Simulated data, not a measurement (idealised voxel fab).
process module | voxel plated lines
cross-section cut | 265 nm wide | cells 5 nm
A cross-section is a grid of square cells, given in bands from the top down. A band is one or more rows of cells.
Each band's line starts with the height of the band's top and of its bottom, in nm. Then come its materials from left to right, each with its width in nm. One material with "throughout" fills the band from edge to edge. "air" is empty space.
Height 0 is the level under which the wafer as received is all one material. The lowest band goes on downwards, as in "0 down".
A width such as "30 to 40" changes by the same amount from each row of cells to the next, from the band's top row to its bottom row.
"no change" after a step means that no cell of the cross-section changed.
closed voids: empty space of 8 cells or more with no open way to the top, each as width x height at its distance from the left edge, in nm
after a step's settings: what the simulator itself notes on the step
overlay nm, on a step with a mask: how far to the right of its planned place the mask lay; to the left if negative
plan
1 op RECEIVE | material Si
2 op CONFORMAL_DEP | material SiN | thk nm 10
3 op DIRECTIONAL_DEP | material TiN | thk nm 5
4 op PATTERN | tone open | mask id LINES | material resist | width nm 25 | pitch nm 50 | thk nm 15 | overlay nm 0
5 op EPI | material Ru | thk nm 10
6 op STRIP | etch materials resist
7 op DIRECTIONAL_ETCH | etch materials TiN | depth nm 5
8 op CONFORMAL_DEP | material SiO2 | thk nm 10
as received, after step 1
  0 down: Si throughout
  closed voids: none
first wafer at the end, as planned
  35 to 25: air 60 | SiO2 45 | air 5 | SiO2 45 | air 5 | SiO2 45 | air 60
  25 to 20: air 60 | SiO2 10 | Ru 25 | SiO2 10 | air 5 | SiO2 10 | Ru 25 | SiO2 10 | air 5 | SiO2 10 | Ru 25 | SiO2 10 | air 60
  20 to 15: SiO2 70 | Ru 25 | SiO2 25 | Ru 25 | SiO2 25 | Ru 25 | SiO2 70
  15 to 10: SiO2 70 | TiN 25 | SiO2 25 | TiN 25 | SiO2 25 | TiN 25 | SiO2 70
  10 to 0: SiN throughout
  0 down: Si throughout
  closed voids: none
second wafer at the end: like start, like plan, one mistake
  35 to 25: air 65 | SiO2 45 | air 5 | SiO2 45 | air 5 | SiO2 45 | air 55
  25 to 20: air 65 | SiO2 10 | Ru 25 | SiO2 10 | air 5 | SiO2 10 | Ru 25 | SiO2 10 | air 5 | SiO2 10 | Ru 25 | SiO2 10 | air 55
  20 to 15: SiO2 75 | Ru 25 | SiO2 25 | Ru 25 | SiO2 25 | Ru 25 | SiO2 65
  15 to 10: SiO2 75 | TiN 25 | SiO2 25 | TiN 25 | SiO2 25 | TiN 25 | SiO2 65
  10 to 0: SiN throughout
  0 down: Si throughout
  closed voids: none
what went wrong: step 4 ran as: op PATTERN | tone open | mask id LINES | material resist | width nm 25 | pitch nm 50 | thk nm 15 | overlay nm 5
at the end the second wafer has, in cells: as many of each material as the first, in other places
